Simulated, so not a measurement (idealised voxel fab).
Process module under the name voxel fin reveal
For reference, the cross-section in this document is cut, with width 155 nm and square cells of 5 nm.
A cross-section is a grid of square cells, given in bands from the top down. A band is one or more rows of cells.
First you get the band's top height and its bottom height, in nm, and then the materials it's made of, left to right, with each width in nm. If you see a single material with "all across", that one covers the band edge to edge. "air" is empty space.
Height 0 is the level under which the wafer as received is all one material. The lowest band goes on downwards, as in "z 0 and below".
The expression "30->40" gives the width at the extremes of the band, the first number at its top row of cells and the second at its bottom row, with the width changing by equal amounts from each row to the next in between.
Step note "nothing different" = no cross-section cell changed.
"Fully closed voids" means: voids of 8 cells or more that are shut off from the top with no open way through. Written width x height at distance, distance from the left edge, in nm.
The remark found on a step's line after its settings is issued by the simulator itself and pertains to that step.
For masked steps, "overlay nm" on the step line gives how far right of plan the mask actually lay; a minus sign means it lay to the left.
Below is the list of planned process steps
1: RECEIVE with material Si
2: CONFORMAL_DEP with material SiN, thk nm 10
3: MASKED_ETCH with tone cover, mask id FINS, width nm 15, pitch nm 35, etch materials SiN, depth nm 10, overlay nm 0
4: MASKED_ETCH with tone cover, mask id FINS, width nm 15, pitch nm 35, etch materials Si, depth nm 30, overlay nm 0
5: OXIDIZE with depth nm 5
6: FILL_DEP with material SiO2, thk nm 15
7: CMP with height nm 10
8: SELECTIVE_ETCH with etch materials SiO2, depth nm 25
9: STRIP with etch materials SiN
Wafer, first of two, run as planned
Incoming wafer in cross-section (state: after step 1)
    z 0 and below | Si all across
    Fully closed voids: none
The wafer in cross-section once step 2 is complete
    z 10 to 0 | SiN all across
    Beneath the level 0, the cross-section is identical to its previous state.
The wafer in cross-section once step 3 is complete
    z 10 to 0 | 35 air  15 SiN  20 air  15 SiN  20 air  15 SiN  35 air
    Beneath the level 0, the cross-section is identical to its previous state.
The wafer in cross-section once step 4 is complete
    z 10 to 0 | 35 air  15 SiN  20 air  15 SiN  20 air  15 SiN  35 air
    z 0 to -30 | 35 air  15 Si  20 air  15 Si  20 air  15 Si  35 air
    Beneath the level -30, the cross-section is identical to its previous state.
The wafer in cross-section once step 5 is complete
    z 10 to 0 | 35 air  15 SiN  20 air  15 SiN  20 air  15 SiN  35 air
    z 0 to -30 | 35 air  5 SiO2  5 Si  5 SiO2  20 air  5 SiO2  5 Si  5 SiO2  20 air  5 SiO2  5 Si  5 SiO2  35 air
    z -30 to -35 | 40 SiO2  5 Si  30 SiO2  5 Si  30 SiO2  5 Si  40 SiO2
    Beneath the level -35, the cross-section is identical to its previous state.
The wafer in cross-section once step 6 is complete
    z 25 to 10 | SiO2 all across
    z 10 to 0 | 35 SiO2  15 SiN  20 SiO2  15 SiN  20 SiO2  15 SiN  35 SiO2
    z 0 to -35 | 40 SiO2  5 Si  30 SiO2  5 Si  30 SiO2  5 Si  40 SiO2
    Beneath the level -35, the cross-section is identical to its previous state.
The wafer in cross-section once step 7 is complete
    z 10 to 0 | 35 SiO2  15 SiN  20 SiO2  15 SiN  20 SiO2  15 SiN  35 SiO2
    Beneath the level 0, the cross-section is identical to its previous state.
The wafer in cross-section once step 8 is complete
    z 10 to 0 | 35 air  15 SiN  20 air  15 SiN  20 air  15 SiN  35 air
    z 0 to -15 | 40 air  5 Si  30 air  5 Si  30 air  5 Si  40 air
    Beneath the level -15, the cross-section is identical to its previous state.
The wafer in cross-section once step 9 is complete
    z 0 to -15 | 40 air  5 Si  30 air  5 Si  30 air  5 Si  40 air
    Beneath the level -15, the cross-section is identical to its previous state.
Notes, second wafer: start = first wafer's, plan = first wafer's, execution had one mistake; history identical to first through step 7
Second wafer cross-section, taken as of the time the plan sets for step 8 to be done
    z 10 to 0 | 35 air  15 SiN  20 air  15 SiN  20 air  15 SiN  35 air
    z 0 to -35 | 40 air  5 Si  30 air  5 Si  30 air  5 Si  40 air
    Beneath the level -35, the cross-section is identical to its previous state.
Second wafer cross-section, taken as of the time the plan sets for step 9 to be done
    z 0 to -35 | 40 air  5 Si  30 air  5 Si  30 air  5 Si  40 air
    Beneath the level -35, the cross-section is identical to its previous state.
Short version of what went wrong: the plan's step 8 ran twice
Once processing is complete, comparing cell counts shows that the second wafer has more or fewer of certain materials than the first: SiO2: 112 fewer
